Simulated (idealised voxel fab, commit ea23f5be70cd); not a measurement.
Process module heading - voxel double patterning
Section shown: cut. Width: 195 nm. Cell size: 5 nm, square.
Cross-section spec: square-cell grid; bands listed top down; each band is one or more rows.
What a band's entry tells you: where the top is and where the bottom is, as heights in nm, and after that what lies inside, material by material from left to right, each with its width in nm. Empty space is written as the word "empty", and a single material marked with the word "everywhere" occupies the band from edge to edge.
Heights from 0 (as-received wafer is one material below). Bottom band endless downward, as "from 0 down".
It should be noted that a width expressed as "30 to 40" varies in equal increments from row to row of cells within the band, taking the value of the first number at the top row and that of the second number at the bottom row.
Where a step carries "no modifications", the cross-section came out of it unchanged, cell for cell.
The entry titled "Non-vented voids" provides the empty spaces that have no open way to the top, restricted to those of 8 cells or more. Each is presented as width x height at distance, the distance being measured from the left edge, with all three in nm.
Heads up: the bit after the settings on a step's line is the simulator's remark on that step.
overlay nm: on a step with a mask, how far right of its planned place the mask lay; negative means left.
The steps planned for the process are as follows:
1. RECEIVE | material Si
2. CONFORMAL_DEP | material SiO2 | thk nm 5
3. DIRECTIONAL_DEP | material polySi | thk nm 20
4. DIRECTIONAL_DEP | material SiN | thk nm 5
5. DIRECTIONAL_DEP | material aC | thk nm 10
6. PATTERN | tone open | mask id FIRST | material resist | width nm 15 | pitch nm 50 | thk nm 30 | overlay nm 0
7. DIRECTIONAL_ETCH | etch materials aC | depth nm 10
8. STRIP | etch materials resist
9. DIRECTIONAL_ETCH | etch materials SiN | depth nm 5
10. STRIP | etch materials aC
11. PATTERN | tone open | mask id SECOND | material resist | width nm 15 | thk nm 20 | overlay nm 0
12. DIRECTIONAL_ETCH | etch materials SiN | depth nm 5
13. STRIP | etch materials resist
14. DIRECTIONAL_ETCH | etch materials polySi | depth nm 20
15. STRIP | etch materials SiN
Cross-section of the incoming wafer, state after step 1:
> from 0 down = Si everywhere
> Non-vented voids: none
The cross-section shown corresponds to the wafer at the conclusion of the module. The initial structure and the process plan are those presented above; however, one mistake occurred in executing the plan:
> from 25 to 20 = SiO2 everywhere
> from 20 to 0 = polySi everywhere
> from 0 down = Si everywhere
> Non-vented voids: none
What was the processing mistake? contrary to the plan, steps 2 and 3 were processed in exchanged order
